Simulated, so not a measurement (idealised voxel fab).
Process module, titled voxel transistor to metal
Cross-sectional view cut (width: 150 nm; square cell size: 5 nm).
Bands, listed from the top down, are how a cross-section gets written in this document; the cross-section itself is a grid of square cells, and a band is one or more rows of them.
Look at the band entry: it leads with the top's height and the bottom's height in nm. Then it lists the materials left to right, with a width in nm for each. The word "edge to edge" on a single material says that material fills the band edge to edge. The word "air" is empty space.
It should be noted that heights are counted from 0, beneath which the wafer as supplied is of one material throughout, and that the lowest band possesses no lower boundary but continues downward, as written in "0 and below".
The width entry "30 to 40" should be interpreted row by row: the top row of cells in the band takes the first number, the bottom row takes the second number, and the change between adjacent rows is uniform throughout.
The designation "all unchanged", where it is given for a processing step, indicates that no cell of the cross-section was altered in the course of that step.
Listed in "Non-vented voids": every empty space of 8 or more cells without an open way to the top. Form: width x height at distance, the distance being from the left edge, all in nm.
If you see something after the settings on a step's line, that's the simulator's own remark about that step.
On any step carrying a mask, the "overlay nm" setting, if present on the step's line, tells how far right of its planned place the mask lay; negative values point to the left.
Steps in the process plan:
1: RECEIVE,material Si
2: CONFORMAL_DEP,material SiO2,thk nm 5
3: CONFORMAL_DEP,material SiN,thk nm 10
4: PATTERN,tone cover,mask id ACTIVE,material resist,width nm 95,thk nm 15,overlay nm 0
5: DIRECTIONAL_ETCH,etch materials SiN,depth nm 10
6: DIRECTIONAL_ETCH,etch materials SiO2,depth nm 5
7: DIRECTIONAL_ETCH,etch materials Si,depth nm 25
8: STRIP,etch materials resist
9: OXIDIZE,depth nm 5
10: FILL_DEP,material SiO2,thk nm 10
11: CMP,height nm 15
12: SELECTIVE_ETCH,etch materials SiO2,depth nm 5
13: STRIP,etch materials SiN
14: SELECTIVE_ETCH,etch materials SiO2,depth nm 5
15: OXIDIZE,depth nm 5
16: DIRECTIONAL_DEP,material polySi,thk nm 30
17: DIRECTIONAL_DEP,material SiCN,thk nm 10
18: MASKED_ETCH,tone cover,mask id GATE,width nm 15,etch materials SiCN,depth nm 20,overlay nm 0
19: MASKED_ETCH,tone cover,mask id GATE,width nm 15,etch materials polySi,depth nm 40,overlay nm 0
20: CONFORMAL_DEP,material SiN,thk nm 10
21: DIRECTIONAL_ETCH,etch materials SiN,depth nm 10
22: DIRECTIONAL_ETCH,etch materials SiO2,depth nm 5
23: DIRECTIONAL_ETCH,etch materials Si,depth nm 10
24: EPI,material pSi,thk nm 10
25: FILL_DEP,material SiO2,thk nm 5
26: CMP,height nm 40
27: DIRECTIONAL_DEP,material SiO2,thk nm 15
28: MASKED_ETCH,tone open,mask id CONTACT,width nm 20,pitch nm 65,etch materials SiO2,depth nm 60,overlay nm 0
29: CONFORMAL_DEP,material TiN,thk nm 5
30: FILL_DEP,material Ru,thk nm 5
31: CMP,height nm 55
32: CONFORMAL_DEP,material SiCN,thk nm 5
33: DIRECTIONAL_DEP,material SiO2,thk nm 20
34: PATTERN,tone open,mask id METAL_1,material resist,width nm 20,pitch nm 65,thk nm 15,overlay nm 0
35: DIRECTIONAL_ETCH,etch materials SiO2,depth nm 20
36: DIRECTIONAL_ETCH,etch materials SiCN,depth nm 5
37: STRIP,etch materials resist
38: CONFORMAL_DEP,material TiN,thk nm 5
39: FILL_DEP,material Cu,thk nm 5
40: CMP,height nm 80
41: CONFORMAL_DEP,material SiN,thk nm 5
Cross-sectional view of the wafer in its as-received condition, corresponding to the state after step 1:
- 0 and below  Si edge to edge
- Non-vented voids: none
Module complete - cross-section of the first of two wafers, run according to plan:
- 85 down to 80  SiN edge to edge
- 80 down to 60  30 of SiO2, then 5 of TiN, then 10 of Cu, then 5 of TiN, then 45 of SiO2, then 5 of TiN, then 10 of Cu, then 5 of TiN, then 35 of SiO2
- 60 down to 55  30 of SiCN, then 20 of TiN, then 45 of SiCN, then 20 of TiN, then 35 of SiCN
- 55 down to 40  30 of SiO2, then 5 of TiN, then 10 of Ru, then 5 of TiN, then 45 of SiO2, then 5 of TiN, then 10 of Ru, then 5 of TiN, then 35 of SiO2
- 40 down to 30  30 of SiO2, then 5 of TiN, then 10 of Ru, then 5 of TiN, then 5 of SiO2, then 10 of SiN, then 15 of SiCN, then 10 of SiN, then 5 of SiO2, then 5 of TiN, then 10 of Ru, then 5 of TiN, then 35 of SiO2
- 30 down to 10  30 of SiO2, then 5 of TiN, then 10 of Ru, then 5 of TiN, then 5 of SiO2, then 10 of SiN, then 15 of polySi, then 10 of SiN, then 5 of SiO2, then 5 of TiN, then 10 of Ru, then 5 of TiN, then 35 of SiO2
- 10 down to 5  30 of SiO2, then 5 of TiN, then 5 of Ru, then 10 of TiN, then 5 of SiO2, then 10 of SiN, then 15 of polySi, then 10 of SiN, then 5 of SiO2, then 10 of TiN, then 5 of Ru, then 5 of TiN, then 35 of SiO2
- 5 down to 0  20 of SiO2, then 10 of SiN, then 5 of TiN, then 5 of Ru, then 5 of TiN, then 10 of pSi, then 10 of SiN, then 15 of polySi, then 10 of SiN, then 10 of pSi, then 5 of TiN, then 5 of Ru, then 5 of TiN, then 10 of SiN, then 25 of SiO2
- 0 down to -5  30 of SiO2, then 15 of TiN, then 10 of pSi, then 35 of SiO2, then 10 of pSi, then 15 of TiN, then 35 of SiO2
- -5 down to -15  30 of SiO2, then 25 of pSi, then 35 of Si, then 25 of pSi, then 35 of SiO2
- -15 down to -30  30 of SiO2, then 85 of Si, then 35 of SiO2
- -30 and below  Si edge to edge
- Non-vented voids: none
Cross-sectional view: second of two wafers, end of module; start and plan identical to the first, one mistake in running:
- 85 down to 80  SiN edge to edge
- 80 down to 75  30 of SiCN, then 20 of TiN, then 45 of SiCN, then 20 of TiN, then 35 of SiCN
- 75 down to 55  SiO2 edge to edge
- 55 down to 40  30 of SiO2, then 5 of TiN, then 10 of Ru, then 5 of TiN, then 45 of SiO2, then 5 of TiN, then 10 of Ru, then 5 of TiN, then 35 of SiO2
- 40 down to 30  30 of SiO2, then 5 of TiN, then 10 of Ru, then 5 of TiN, then 5 of SiO2, then 10 of SiN, then 15 of SiCN, then 10 of SiN, then 5 of SiO2, then 5 of TiN, then 10 of Ru, then 5 of TiN, then 35 of SiO2
- 30 down to 10  30 of SiO2, then 5 of TiN, then 10 of Ru, then 5 of TiN, then 5 of SiO2, then 10 of SiN, then 15 of polySi, then 10 of SiN, then 5 of SiO2, then 5 of TiN, then 10 of Ru, then 5 of TiN, then 35 of SiO2
- 10 down to 5  30 of SiO2, then 5 of TiN, then 5 of Ru, then 10 of TiN, then 5 of SiO2, then 10 of SiN, then 15 of polySi, then 10 of SiN, then 5 of SiO2, then 10 of TiN, then 5 of Ru, then 5 of TiN, then 35 of SiO2
- 5 down to 0  20 of SiO2, then 10 of SiN, then 5 of TiN, then 5 of Ru, then 5 of TiN, then 10 of pSi, then 10 of SiN, then 15 of polySi, then 10 of SiN, then 10 of pSi, then 5 of TiN, then 5 of Ru, then 5 of TiN, then 10 of SiN, then 25 of SiO2
- 0 down to -5  30 of SiO2, then 15 of TiN, then 10 of pSi, then 35 of SiO2, then 10 of pSi, then 15 of TiN, then 35 of SiO2
- -5 down to -15  30 of SiO2, then 25 of pSi, then 35 of Si, then 25 of pSi, then 35 of SiO2
- -15 down to -30  30 of SiO2, then 85 of Si, then 35 of SiO2
- -30 and below  Si edge to edge
- Non-vented voids: none
Run error: the intended sequence of steps 32 and 33 was reversed during processing, with each occupying the position of the other
The second wafer ends with more or fewer cells of some materials than the first, per final count: Cu -16 | SiO2 +32 | TiN -16
